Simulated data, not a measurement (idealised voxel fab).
Name of the process module below: voxel capacitor over wiring
Square cell edge 5 nm, section width 160 nm, ID cut.
Just so we're on the same page, the cross-sections are grids of square cells, and they're listed out in bands top to bottom, each band one or more rows deep.
First you get the band's top height and its bottom height, in nm, and then the materials it's made of, left to right, with each width in nm. If you see a single material with "all across", that one covers the band edge to edge. "blank" is empty space.
Height datum 0, below which the as-received substrate wafer is one material. Lowest band open at the bottom, running downward: "0 down".
So if you see something like "30 to 40" for the width, read it as the top row of the band sitting at the first number and the bottom row at the second, with every row in between moving by the same amount as the last.
Any step labelled "no change" changed none of the cells in the cross-section.
The entry "Enclosed void catalog" lists the empty spaces that cover at least 8 cells and have no open path to the top. Each is written as width x height at distance, where the distance is measured from the left edge and all three values are in nm.
Step line, after settings: the simulator's comment on this step.
overlay nm: step with mask; distance mask lay right of planned place; negative value = left of planned place.
## List of planned process steps
1) RECEIVE: material Si
2) CONFORMAL_DEP: material SiO2, thk nm 15
3) DIRECTIONAL_DEP: material TiN, thk nm 5
4) DIRECTIONAL_DEP: material W, thk nm 25
5) DIRECTIONAL_DEP: material aC, thk nm 10
6) PATTERN: tone cover, mask id METAL_1, material resist, width nm 20, pitch nm 70, thk nm 25, overlay nm 0
7) DIRECTIONAL_ETCH: etch materials aC, depth nm 10
8) STRIP: etch materials resist
9) DIRECTIONAL_ETCH: etch materials W, depth nm 25
10) DIRECTIONAL_ETCH: etch materials TiN, depth nm 5
11) STRIP: etch materials aC
12) FILL_DEP: material SiO2, thk nm 5
13) CMP: height nm 45
14) CONFORMAL_DEP: material SiCN, thk nm 5
15) DIRECTIONAL_DEP: material lowk, thk nm 10
16) MASKED_ETCH: tone open, mask id PLUG_1, width nm 15, etch materials lowk, depth nm 10, overlay nm 0
17) MASKED_ETCH: tone open, mask id PLUG_1, width nm 15, etch materials SiCN, depth nm 5, overlay nm 0
18) EPI: material Ru, thk nm 10
19) EPI: material Ru, thk nm 5
20) DIRECTIONAL_DEP: material TiN, thk nm 10
21) DIRECTIONAL_DEP: material SiN, thk nm 5
22) DIRECTIONAL_DEP: material TiN, thk nm 10
23) DIRECTIONAL_DEP: material aC, thk nm 10
24) PATTERN: tone cover, mask id UPPER_PLATE, material resist, width nm 55, thk nm 30, overlay nm 0
25) DIRECTIONAL_ETCH: etch materials aC, depth nm 10
26) STRIP: etch materials resist
27) DIRECTIONAL_ETCH: etch materials TiN, depth nm 10
28) DIRECTIONAL_ETCH: etch materials SiN, depth nm 5
29) STRIP: etch materials aC
30) PATTERN: tone cover, mask id LOWER_PLATE, material resist, width nm 65, thk nm 20, overlay nm 0
31) DIRECTIONAL_ETCH: etch materials TiN, depth nm 10
32) STRIP: etch materials resist
33) FILL_DEP: material SiO2, thk nm 15
34) CMP: height nm 95
35) PATTERN: tone open, mask id PLUG_2, material resist, width nm 15, thk nm 15, overlay nm 0
36) DIRECTIONAL_ETCH: etch materials SiO2, depth nm 10
37) STRIP: etch materials resist
38) CONFORMAL_DEP: material TiN, thk nm 5
39) FILL_DEP: material W, thk nm 10
40) CMP: height nm 95
41) CONFORMAL_DEP: material SiCN, thk nm 5
## The following pertains to the first of two wafers, which was processed as planned
## Incoming wafer in cross-section (state: after step 1)
    0 down = Si all across
    Enclosed void catalog: none
## The wafer, seen in cross-section, after step 2
    15 to 0 = SiO2 all across
    Below a height of 0, the structure has not been altered.
## The wafer, seen in cross-section, after step 3
    20 to 15 = TiN all across
    Below a height of 15, the structure has not been altered.
## The wafer, seen in cross-section, after step 4
    45 to 20 = W all across
    Below a height of 20, the structure has not been altered.
## The wafer, seen in cross-section, after step 5
    55 to 45 = aC all across
    Below a height of 45, the structure has not been altered.
## The wafer, seen in cross-section, after step 6
    80 to 55 = blank (35), resist (20), blank (50), resist (20), blank (35)
    Below a height of 55, the structure has not been altered.
## The wafer, seen in cross-section, after step 7
    70 to 55 = blank (35), resist (20), blank (50), resist (20), blank (35)
    55 to 45 = blank (35), aC (20), blank (50), aC (20), blank (35)
    Below a height of 45, the structure has not been altered.
## The wafer, seen in cross-section, after step 8
    55 to 45 = blank (35), aC (20), blank (50), aC (20), blank (35)
    Below a height of 45, the structure has not been altered.
## The wafer, seen in cross-section, after step 9
    55 to 45 = blank (35), aC (20), blank (50), aC (20), blank (35)
    45 to 20 = blank (35), W (20), blank (50), W (20), blank (35)
    Below a height of 20, the structure has not been altered.
## The wafer, seen in cross-section, after step 10
    55 to 45 = blank (35), aC (20), blank (50), aC (20), blank (35)
    45 to 20 = blank (35), W (20), blank (50), W (20), blank (35)
    20 to 15 = blank (35), TiN (20), blank (50), TiN (20), blank (35)
    Below a height of 15, the structure has not been altered.
## The wafer, seen in cross-section, after step 11
    45 to 20 = blank (35), W (20), blank (50), W (20), blank (35)
    Below a height of 20, the structure has not been altered.
## The wafer, seen in cross-section, after step 12
    50 to 45 = SiO2 all across
    45 to 20 = SiO2 (35), W (20), SiO2 (50), W (20), SiO2 (35)
    20 to 15 = SiO2 (35), TiN (20), SiO2 (50), TiN (20), SiO2 (35)
    Below a height of 15, the structure has not been altered.
## The wafer, seen in cross-section, after step 13
    45 to 20 = SiO2 (35), W (20), SiO2 (50), W (20), SiO2 (35)
    Below a height of 20, the structure has not been altered.
## The wafer, seen in cross-section, after step 14
    50 to 45 = SiCN all across
    Below a height of 45, the structure has not been altered.
## The wafer, seen in cross-section, after step 15
    60 to 50 = lowk all across
    Below a height of 50, the structure has not been altered.
## The wafer, seen in cross-section, after step 16
    60 to 50 = lowk (40), blank (15), lowk (105)
    Below a height of 50, the structure has not been altered.
## The wafer, seen in cross-section, after step 17
    60 to 50 = lowk (40), blank (15), lowk (105)
    50 to 45 = SiCN (40), blank (15), SiCN (105)
    Below a height of 45, the structure has not been altered.
## The wafer, seen in cross-section, after step 18
    60 to 55 = lowk (40), blank (15), lowk (105)
    55 to 50 = lowk (40), Ru (15), lowk (105)
    50 to 45 = SiCN (40), Ru (15), SiCN (105)
    Below a height of 45, the structure has not been altered.
## The wafer, seen in cross-section, after step 19
    60 to 50 = lowk (40), Ru (15), lowk (105)
    Below a height of 50, the structure has not been altered.
## The wafer, seen in cross-section, after step 20
    70 to 60 = TiN all across
    Below a height of 60, the structure has not been altered.
## The wafer, seen in cross-section, after step 21
    75 to 70 = SiN all across
    Below a height of 70, the structure has not been altered.
## The wafer, seen in cross-section, after step 22
    85 to 75 = TiN all across
    Below a height of 75, the structure has not been altered.
## The wafer, seen in cross-section, after step 23
    95 to 85 = aC all across
    Below a height of 85, the structure has not been altered.
## The wafer, seen in cross-section, after step 24
    125 to 95 = blank (40), resist (55), blank (65)
    Below a height of 95, the structure has not been altered.
## The wafer, seen in cross-section, after step 25
    115 to 95 = blank (40), resist (55), blank (65)
    95 to 85 = blank (40), aC (55), blank (65)
    Below a height of 85, the structure has not been altered.
## The wafer, seen in cross-section, after step 26
    95 to 85 = blank (40), aC (55), blank (65)
    Below a height of 85, the structure has not been altered.
## The wafer, seen in cross-section, after step 27
    95 to 85 = blank (40), aC (55), blank (65)
    85 to 75 = blank (40), TiN (55), blank (65)
    Below a height of 75, the structure has not been altered.
## The wafer, seen in cross-section, after step 28
    95 to 85 = blank (40), aC (55), blank (65)
    85 to 75 = blank (40), TiN (55), blank (65)
    75 to 70 = blank (40), SiN (55), blank (65)
    Below a height of 70, the structure has not been altered.
## The wafer, seen in cross-section, after step 29
    85 to 75 = blank (40), TiN (55), blank (65)
    Below a height of 75, the structure has not been altered.
## The wafer, seen in cross-section, after step 30
    105 to 85 = blank (35), resist (65), blank (60)
    85 to 75 = blank (35), resist (5), TiN (55), resist (5), blank (60)
    75 to 70 = blank (35), resist (5), SiN (55), resist (5), blank (60)
    Below a height of 70, the structure has not been altered.
## The wafer, seen in cross-section, after step 31
    105 to 85 = blank (35), resist (65), blank (60)
    85 to 75 = blank (35), resist (5), TiN (55), resist (5), blank (60)
    75 to 70 = blank (35), resist (5), SiN (55), resist (5), blank (60)
    70 to 60 = blank (35), TiN (65), blank (60)
    Below a height of 60, the structure has not been altered.
## The wafer, seen in cross-section, after step 32
    85 to 75 = blank (40), TiN (55), blank (65)
    75 to 70 = blank (40), SiN (55), blank (65)
    Below a height of 70, the structure has not been altered.
## The wafer, seen in cross-section, after step 33
    100 to 85 = SiO2 all across
    85 to 75 = SiO2 (40), TiN (55), SiO2 (65)
    75 to 70 = SiO2 (40), SiN (55), SiO2 (65)
    70 to 60 = SiO2 (35), TiN (65), SiO2 (60)
    Below a height of 60, the structure has not been altered.
## The wafer, seen in cross-section, after step 34
    95 to 85 = SiO2 all across
    Below a height of 85, the structure has not been altered.
## The wafer, seen in cross-section, after step 35
    110 to 95 = resist (50), blank (15), resist (95)
    Below a height of 95, the structure has not been altered.
## The wafer, seen in cross-section, after step 36
    110 to 95 = resist (50), blank (15), resist (95)
    95 to 85 = SiO2 (50), blank (15), SiO2 (95)
    Below a height of 85, the structure has not been altered.
## The wafer, seen in cross-section, after step 37
    95 to 85 = SiO2 (50), blank (15), SiO2 (95)
    Below a height of 85, the structure has not been altered.
## The wafer, seen in cross-section, after step 38
    100 to 95 = TiN (55), blank (5), TiN (100)
    95 to 90 = SiO2 (50), TiN (5), blank (5), TiN (5), SiO2 (95)
    90 to 85 = SiO2 (50), TiN (15), SiO2 (95)
    Below a height of 85, the structure has not been altered.
## The wafer, seen in cross-section, after step 39
    110 to 100 = W all across
    100 to 95 = TiN (55), W (5), TiN (100)
    95 to 90 = SiO2 (50), TiN (5), W (5), TiN (5), SiO2 (95)
    Below a height of 90, the structure has not been altered.
## The wafer, seen in cross-section, after step 40
    95 to 90 = SiO2 (50), TiN (5), W (5), TiN (5), SiO2 (95)
    Below a height of 90, the structure has not been altered.
## The wafer, seen in cross-section, after step 41
    100 to 95 = SiCN all across
    Below a height of 95, the structure has not been altered.
## second wafer: like start, like plan, one mistake. Through step 20 it matches the first wafer
Second wafer at the planned finish of step 21, seen in cross-section: no change
## Second wafer at the planned finish of step 22, seen in cross-section
    80 to 60 = TiN all across
    Below a height of 60, the structure has not been altered.
## Second wafer at the planned finish of step 23, seen in cross-section
    90 to 80 = aC all across
    Below a height of 80, the structure has not been altered.
## Second wafer at the planned finish of step 24, seen in cross-section
    120 to 90 = blank (40), resist (55), blank (65)
    Below a height of 90, the structure has not been altered.
## Second wafer at the planned finish of step 25, seen in cross-section
    110 to 90 = blank (40), resist (55), blank (65)
    90 to 80 = blank (40), aC (55), blank (65)
    Below a height of 80, the structure has not been altered.
## Second wafer at the planned finish of step 26, seen in cross-section
    90 to 80 = blank (40), aC (55), blank (65)
    Below a height of 80, the structure has not been altered.
## Second wafer at the planned finish of step 27, seen in cross-section
    90 to 80 = blank (40), aC (55), blank (65)
    80 to 70 = blank (40), TiN (55), blank (65)
    Below a height of 70, the structure has not been altered.
Second wafer at the planned finish of step 28, seen in cross-section: no change
## Second wafer at the planned finish of step 29, seen in cross-section
    80 to 70 = blank (40), TiN (55), blank (65)
    Below a height of 70, the structure has not been altered.
## Second wafer at the planned finish of step 30, seen in cross-section
    100 to 80 = blank (35), resist (65), blank (60)
    80 to 70 = blank (35), resist (5), TiN (55), resist (5), blank (60)
    Below a height of 70, the structure has not been altered.
## Second wafer at the planned finish of step 31, seen in cross-section
    100 to 80 = blank (35), resist (65), blank (60)
    80 to 70 = blank (35), resist (5), TiN (55), resist (5), blank (60)
    70 to 60 = blank (35), TiN (65), blank (60)
    Below a height of 60, the structure has not been altered.
## Second wafer at the planned finish of step 32, seen in cross-section
    80 to 70 = blank (40), TiN (55), blank (65)
    Below a height of 70, the structure has not been altered.
## Second wafer at the planned finish of step 33, seen in cross-section
    95 to 80 = SiO2 all across
    80 to 70 = SiO2 (40), TiN (55), SiO2 (65)
    70 to 60 = SiO2 (35), TiN (65), SiO2 (60)
    Below a height of 60, the structure has not been altered.
Second wafer at the planned finish of step 34, seen in cross-section: no change
## Second wafer at the planned finish of step 35, seen in cross-section
    110 to 95 = resist (50), blank (15), resist (95)
    Below a height of 95, the structure has not been altered.
## Second wafer at the planned finish of step 36, seen in cross-section
    110 to 95 = resist (50), blank (15), resist (95)
    95 to 85 = SiO2 (50), blank (15), SiO2 (95)
    Below a height of 85, the structure has not been altered.
## Second wafer at the planned finish of step 37, seen in cross-section
    95 to 85 = SiO2 (50), blank (15), SiO2 (95)
    Below a height of 85, the structure has not been altered.
## Second wafer at the planned finish of step 38, seen in cross-section
    100 to 95 = TiN (55), blank (5), TiN (100)
    95 to 90 = SiO2 (50), TiN (5), blank (5), TiN (5), SiO2 (95)
    90 to 85 = SiO2 (50), TiN (15), SiO2 (95)
    Below a height of 85, the structure has not been altered.
## Second wafer at the planned finish of step 39, seen in cross-section
    110 to 100 = W all across
    100 to 95 = TiN (55), W (5), TiN (100)
    95 to 90 = SiO2 (50), TiN (5), W (5), TiN (5), SiO2 (95)
    Below a height of 90, the structure has not been altered.
## Second wafer at the planned finish of step 40, seen in cross-section
    95 to 90 = SiO2 (50), TiN (5), W (5), TiN (5), SiO2 (95)
    Below a height of 90, the structure has not been altered.
## Second wafer at the planned finish of step 41, seen in cross-section
    100 to 95 = SiCN all across
    Below a height of 95, the structure has not been altered.
What was done differently from what was planned? step 21 of the plan was excluded from execution and never run
At the finish, the second wafer shows more or fewer cells for some materials than the first does: SiN: 11 fewer, SiO2: 11 more
